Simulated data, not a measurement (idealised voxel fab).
This section sets out a process module, namely voxel ribs on slabs.
Cross-section cut: width 260 nm, square cells of 5 nm.
The cross-sections in this document take the form of a grid made of square cells. They are written out as bands, in order from top to bottom. Each band consists of one or more rows of cells.
Heights first: top, then bottom, in nm. Then materials, left to right, each with a width in nm. "edge to edge" on a single material: fills the band edge to edge. "empty": empty space.
Beneath 0, the wafer as received is one material, and that level is where height counting begins. The lowest band goes on downward without a bottom; it is written like "0 and below".
When a width is written as two numbers, as in "30 to 40", the first number is the width in the top row of cells of the band and the second is the width in its bottom row, and the width changes by the same amount from each row to the next.
"same as before" after a step means that no cell of the cross-section changed.
The entry titled "Closed void catalog" provides the empty spaces that have no open way to the top, restricted to those of 8 cells or more. Each is presented as width x height at distance, the distance being measured from the left edge, with all three in nm.
Post-settings text on a step line: simulator's own remark regarding the step.
"overlay nm" denotes, for a step that has a mask, the displacement of the mask to the right of its planned place, with negative values corresponding to the left.
[List of planned process steps]
- 1: RECEIVE (material Si)
- 2: DIRECTIONAL_DEP (material SiO2; thk nm 20)
- 3: DIRECTIONAL_DEP (material SiN; thk nm 15)
- 4: PATTERN (tone cover; mask id RIB; material resist; width nm 15; thk nm 15; overlay nm 0)
- 5: DIRECTIONAL_ETCH (etch materials SiN; depth nm 5)
- 6: STRIP (etch materials resist)
- 7: DIRECTIONAL_DEP (material aC; thk nm 10)
- 8: PATTERN (tone cover; mask id SLAB; material resist; width nm 65; thk nm 30; overlay nm 0)
- 9: DIRECTIONAL_ETCH (etch materials aC; depth nm 10)
- 10: STRIP (etch materials resist)
- 11: DIRECTIONAL_ETCH (etch materials SiN; depth nm 10)
- 12: STRIP (etch materials aC)
- 13: FILL_DEP (material SiO2; thk nm 15)
- 14: CMP (height nm 45)
- 15: DIRECTIONAL_DEP (material TiN; thk nm 5)
- 16: DIRECTIONAL_DEP (material aC; thk nm 10)
- 17: PATTERN (tone cover; mask id HEATER; material resist; width nm 25; thk nm 25; overlay nm 0)
- 18: DIRECTIONAL_ETCH (etch materials aC; depth nm 10)
- 19: STRIP (etch materials resist)
- 20: DIRECTIONAL_ETCH (etch materials TiN; depth nm 5)
- 21: STRIP (etch materials aC)
- 22: CONFORMAL_DEP (material SiO2; thk nm 10)
[First of two wafers - as planned]
[Wafer cross-section on receipt, i.e. after step 1]
  0 and below: Si edge to edge
  Closed void catalog: none
[The wafer in cross-section once step 2 is complete]
  20 down to 0: SiO2 edge to edge
  Lower than 0, everything is as it was.
[The wafer in cross-section once step 3 is complete]
  35 down to 20: SiN edge to edge
  Lower than 20, everything is as it was.
[The wafer in cross-section once step 4 is complete]
  50 down to 35: empty 120 / resist 15 / empty 125
  Lower than 35, everything is as it was.
[The wafer in cross-section once step 5 is complete]
  50 down to 35: empty 120 / resist 15 / empty 125
  35 down to 30: empty 120 / SiN 15 / empty 125
  Lower than 30, everything is as it was.
[The wafer in cross-section once step 6 is complete]
  35 down to 30: empty 120 / SiN 15 / empty 125
  Lower than 30, everything is as it was.
[The wafer in cross-section once step 7 is complete]
  45 down to 40: empty 120 / aC 15 / empty 125
  40 down to 35: aC edge to edge
  35 down to 30: aC 120 / SiN 15 / aC 125
  Lower than 30, everything is as it was.
[The wafer in cross-section once step 8 is complete]
  75 down to 45: empty 95 / resist 65 / empty 100
  45 down to 40: empty 95 / resist 25 / aC 15 / resist 25 / empty 100
  Lower than 40, everything is as it was.
[The wafer in cross-section once step 9 is complete]
  65 down to 45: empty 95 / resist 65 / empty 100
  45 down to 40: empty 95 / resist 25 / aC 15 / resist 25 / empty 100
  40 down to 35: empty 95 / aC 65 / empty 100
  35 down to 30: empty 95 / aC 25 / SiN 15 / aC 25 / empty 100
  Lower than 30, everything is as it was.
[The wafer in cross-section once step 10 is complete]
  45 down to 35: empty 120 to 95 / aC 15 to 65 / empty 125 to 100
  Lower than 35, everything is as it was.
[The wafer in cross-section once step 11 is complete]
  45 down to 35: empty 120 to 95 / aC 15 to 65 / empty 125 to 100
  35 down to 30: empty 95 / aC 25 / SiN 15 / aC 25 / empty 100
  30 down to 20: empty 95 / SiN 65 / empty 100
  Lower than 20, everything is as it was.
[The wafer in cross-section once step 12 is complete]
  35 down to 30: empty 120 / SiN 15 / empty 125
  Lower than 30, everything is as it was.
[The wafer in cross-section once step 13 is complete]
  50 down to 35: SiO2 edge to edge
  35 down to 30: SiO2 120 / SiN 15 / SiO2 125
  30 down to 20: SiO2 95 / SiN 65 / SiO2 100
  Lower than 20, everything is as it was.
[The wafer in cross-section once step 14 is complete]
  45 down to 35: SiO2 edge to edge
  Lower than 35, everything is as it was.
[The wafer in cross-section once step 15 is complete]
  50 down to 45: TiN edge to edge
  Lower than 45, everything is as it was.
[The wafer in cross-section once step 16 is complete]
  60 down to 50: aC edge to edge
  Lower than 50, everything is as it was.
[The wafer in cross-section once step 17 is complete]
  85 down to 60: empty 115 / resist 25 / empty 120
  Lower than 60, everything is as it was.
[The wafer in cross-section once step 18 is complete]
  75 down to 60: empty 115 / resist 25 / empty 120
  60 down to 50: empty 115 / aC 25 / empty 120
  Lower than 50, everything is as it was.
[The wafer in cross-section once step 19 is complete]
  60 down to 50: empty 115 / aC 25 / empty 120
  Lower than 50, everything is as it was.
[The wafer in cross-section once step 20 is complete]
  60 down to 50: empty 115 / aC 25 / empty 120
  50 down to 45: empty 115 / TiN 25 / empty 120
  Lower than 45, everything is as it was.
[The wafer in cross-section once step 21 is complete]
  50 down to 45: empty 115 / TiN 25 / empty 120
  Lower than 45, everything is as it was.
[The wafer in cross-section once step 22 is complete]
  60 down to 55: empty 105 / SiO2 45 / empty 110
  55 down to 50: SiO2 edge to edge
  50 down to 45: SiO2 115 / TiN 25 / SiO2 120
  Lower than 45, everything is as it was.
[The second wafer began exactly as the first did and followed the same plan, but one mistake was made while running it; through step 1 inclusive, the two wafers are identical]
[At the planned end of step 2, the second wafer in cross-section]
  40 down to 0: SiO2 edge to edge
  Lower than 0, everything is as it was.
[At the planned end of step 3, the second wafer in cross-section]
  55 down to 40: SiN edge to edge
  Lower than 40, everything is as it was.
[At the planned end of step 4, the second wafer in cross-section]
  70 down to 55: empty 120 / resist 15 / empty 125
  Lower than 55, everything is as it was.
[At the planned end of step 5, the second wafer in cross-section]
  70 down to 55: empty 120 / resist 15 / empty 125
  55 down to 50: empty 120 / SiN 15 / empty 125
  Lower than 50, everything is as it was.
[At the planned end of step 6, the second wafer in cross-section]
  55 down to 50: empty 120 / SiN 15 / empty 125
  Lower than 50, everything is as it was.
[At the planned end of step 7, the second wafer in cross-section]
  65 down to 60: empty 120 / aC 15 / empty 125
  60 down to 55: aC edge to edge
  55 down to 50: aC 120 / SiN 15 / aC 125
  Lower than 50, everything is as it was.
[At the planned end of step 8, the second wafer in cross-section]
  95 down to 65: empty 95 / resist 65 / empty 100
  65 down to 60: empty 95 / resist 25 / aC 15 / resist 25 / empty 100
  Lower than 60, everything is as it was.
[At the planned end of step 9, the second wafer in cross-section]
  85 down to 65: empty 95 / resist 65 / empty 100
  65 down to 60: empty 95 / resist 25 / aC 15 / resist 25 / empty 100
  60 down to 55: empty 95 / aC 65 / empty 100
  55 down to 50: empty 95 / aC 25 / SiN 15 / aC 25 / empty 100
  Lower than 50, everything is as it was.
[At the planned end of step 10, the second wafer in cross-section]
  65 down to 55: empty 120 to 95 / aC 15 to 65 / empty 125 to 100
  Lower than 55, everything is as it was.
[At the planned end of step 11, the second wafer in cross-section]
  65 down to 55: empty 120 to 95 / aC 15 to 65 / empty 125 to 100
  55 down to 50: empty 95 / aC 25 / SiN 15 / aC 25 / empty 100
  50 down to 40: empty 95 / SiN 65 / empty 100
  Lower than 40, everything is as it was.
[At the planned end of step 12, the second wafer in cross-section]
  55 down to 50: empty 120 / SiN 15 / empty 125
  Lower than 50, everything is as it was.
[At the planned end of step 13, the second wafer in cross-section]
  70 down to 55: SiO2 edge to edge
  55 down to 50: SiO2 120 / SiN 15 / SiO2 125
  50 down to 40: SiO2 95 / SiN 65 / SiO2 100
  Lower than 40, everything is as it was.
[At the planned end of step 14, the second wafer in cross-section]
  45 down to 40: SiO2 95 / SiN 65 / SiO2 100
  Lower than 40, everything is as it was.
[At the planned end of step 15, the second wafer in cross-section]
  50 down to 45: TiN edge to edge
  Lower than 45, everything is as it was.
[At the planned end of step 16, the second wafer in cross-section]
  60 down to 50: aC edge to edge
  Lower than 50, everything is as it was.
[At the planned end of step 17, the second wafer in cross-section]
  85 down to 60: empty 115 / resist 25 / empty 120
  Lower than 60, everything is as it was.
[At the planned end of step 18, the second wafer in cross-section]
  75 down to 60: empty 115 / resist 25 / empty 120
  60 down to 50: empty 115 / aC 25 / empty 120
  Lower than 50, everything is as it was.
[At the planned end of step 19, the second wafer in cross-section]
  60 down to 50: empty 115 / aC 25 / empty 120
  Lower than 50, everything is as it was.
[At the planned end of step 20, the second wafer in cross-section]
  60 down to 50: empty 115 / aC 25 / empty 120
  50 down to 45: empty 115 / TiN 25 / empty 120
  Lower than 45, everything is as it was.
[At the planned end of step 21, the second wafer in cross-section]
  50 down to 45: empty 115 / TiN 25 / empty 120
  Lower than 45, everything is as it was.
[At the planned end of step 22, the second wafer in cross-section]
  60 down to 55: empty 105 / SiO2 45 / empty 110
  55 down to 50: SiO2 edge to edge
  50 down to 45: SiO2 115 / TiN 25 / SiO2 120
  Lower than 45, everything is as it was.
Here's what went sideways: step 2, plan: ran twice
It is noted that, at the conclusion of processing, the second wafer exhibits a higher or lower cell count for certain materials relative to the first: 16 fewer of SiN; 16 more of SiO2
